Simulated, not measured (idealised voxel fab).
voxel wiring stack: a process module
The width of the displayed cross-section, cut, is 270 nm; its cells are square, with a size of 5 nm.
Throughout this document, each cross-section is represented as a grid of square cells and is presented as a sequence of bands enumerated from the top downward, where a band comprises one or more rows of cells. Band: top and bottom heights (nm) first, top before bottom; then materials from left to right, widths in nm. "throughout" marks a sole material filling the band edge to edge. "blank" denotes empty space. Heights from 0 (as-received wafer is one material below). Bottom band endless downward, as "0..down". A two-number width, for instance "30->40", indicates that the width is equal to the first number in the top row of the band and to the second number in the bottom row, and that it changes by a constant amount per row of cells. "stayed the same", as given for a step, is the statement that not any cell of the cross-section underwent a change during that step. Each empty space that has no open way to the top and spans at least 8 cells appears under "Closed cavities" as width x height at distance, the distance counted from the left edge, all in nm. Formally, on a step line, whatever follows the settings is a remark that the simulator itself makes on the step. What "overlay nm" on a step's line means: if the step has a mask, that mask lay this far to the right of its planned place, or, when the value is negative, to the left.

-- Set out below are the planned steps of the process
1: RECEIVE with material Si
2: CONFORMAL_DEP with material SiO2, thk nm 15
3: CONFORMAL_DEP with material SiN, thk nm 5
4: DIRECTIONAL_DEP with material SiO2, thk nm 15
5: PATTERN with tone open, mask id METAL_1, material resist, width nm 30, pitch nm 50, thk nm 20, overlay nm 0
6: DIRECTIONAL_ETCH with etch materials SiO2, depth nm 15
7: DIRECTIONAL_ETCH with etch materials SiN, depth nm 5
8: STRIP with etch materials resist
9: CONFORMAL_DEP with material TiN, thk nm 5
10: FILL_DEP with material Cu, thk nm 10
11: CMP with height nm 35
12: CONFORMAL_DEP with material SiCN, thk nm 5
13: DIRECTIONAL_DEP with material lowk, thk nm 25
14: MASKED_ETCH with tone open, mask id METAL_2_HOLES, width nm 15, etch materials lowk, depth nm 25, overlay nm 0
15: DIRECTIONAL_DEP with material aC, thk nm 10
16: PATTERN with tone open, mask id METAL_2, material resist, width nm 30, pitch nm 50, thk nm 25, overlay nm 0
17: DIRECTIONAL_ETCH with etch materials aC, depth nm 10
18: STRIP with etch materials resist
19: DIRECTIONAL_ETCH with etch materials lowk, depth nm 15
20: DIRECTIONAL_ETCH with etch materials SiCN, depth nm 5
21: STRIP with etch materials aC
22: CONFORMAL_DEP with material TiN, thk nm 5
23: FILL_DEP with material Ru, thk nm 5
24: CMP with height nm 65
25: CONFORMAL_DEP with material SiCN, thk nm 5
26: DIRECTIONAL_DEP with material SiO2, thk nm 10
27: MASKED_ETCH with tone open, mask id PLUG_2, width nm 15, etch materials SiO2, depth nm 10, overlay nm 0
28: MASKED_ETCH with tone open, mask id PLUG_2, width nm 15, etch materials SiCN, depth nm 5, overlay nm 0
29: CONFORMAL_DEP with material TiN, thk nm 5
30: FILL_DEP with material Ru, thk nm 5
31: CMP with height nm 80
32: CONFORMAL_DEP with material SiN, thk nm 5
33: DIRECTIONAL_DEP with material SiO2, thk nm 20
34: MASKED_ETCH with tone open, mask id METAL_3, width nm 30, pitch nm 50, etch materials SiO2, depth nm 20, overlay nm 0
35: MASKED_ETCH with tone open, mask id METAL_3, width nm 30, pitch nm 50, etch materials SiN, depth nm 5, overlay nm 0
36: CONFORMAL_DEP with material TiN, thk nm 5
37: FILL_DEP with material Ru, thk nm 5
38: CMP with height nm 105
39: CONFORMAL_DEP with material SiN, thk nm 5

-- Received-state cross-section, reflecting completion of step 1
> 0..down  Si throughout
> Closed cavities: none

-- The first of the two wafers as seen in cross-section once the module was finished; processing followed the plan
> 110..105  SiN throughout
> 105..85  SiO2=95 | TiN=5 | Ru=20 | TiN=5 | SiO2=20 | TiN=5 | Ru=20 | TiN=5 | SiO2=95
> 85..80  SiN=95 | TiN=30 | SiN=20 | TiN=30 | SiN=95
> 80..70  SiO2=95 | TiN=5 | Ru=5 | TiN=5 | SiO2=160
> 70..65  SiCN=95 | TiN=15 | SiCN=160
> 65..55  lowk=95 | TiN=5 | Ru=20 | TiN=5 | lowk=20 | TiN=5 | Ru=20 | TiN=5 | lowk=95
> 55..50  lowk=95 | TiN=5 | Ru=5 | TiN=20 | lowk=20 | TiN=30 | lowk=95
> 50..40  lowk=95 | TiN=5 | Ru=5 | TiN=5 | lowk=160
> 40..35  SiCN=95 | TiN=15 | SiCN=160
> 35..20  SiO2=95 | TiN=5 | Cu=20 | TiN=5 | SiO2=20 | TiN=5 | Cu=20 | TiN=5 | SiO2=95
> 20..15  SiN=95 | TiN=30 | SiN=20 | TiN=30 | SiN=95
> 15..0  SiO2 throughout
> 0..down  Si throughout
> Closed cavities: none

-- End of module, second wafer, cross-section. Started like the first, planned like the first, run with one mistake
> 110..105  SiN throughout
> 105..85  SiO2=95 | TiN=5 | Ru=20 | TiN=5 | SiO2=20 | TiN=5 | Ru=20 | TiN=5 | SiO2=95
> 85..80  SiN=95 | TiN=30 | SiN=20 | TiN=30 | SiN=95
> 80..70  SiO2=95 | TiN=5 | Ru=5 | TiN=5 | SiO2=160
> 70..65  SiCN=95 | TiN=15 | SiCN=160
> 65..55  lowk=95 | TiN=5 | Ru=5 | TiN=5 | lowk=160
> 55..50  lowk=95 | TiN=15 | lowk=160
> 50..40  lowk throughout
> 40..35  SiCN throughout
> 35..20  SiO2=95 | TiN=5 | Cu=20 | TiN=5 | SiO2=20 | TiN=5 | Cu=20 | TiN=5 | SiO2=95
> 20..15  SiN=95 | TiN=30 | SiN=20 | TiN=30 | SiN=95
> 15..0  SiO2 throughout
> 0..down  Si throughout
> Closed cavities: none
Against the plan, the run slipped here: step 13 of the plan saw execution twice
End of process, cell counts, second wafer against first, materials with more or fewer: -17 Ru; +3 SiCN; -19 TiN; +33 lowk
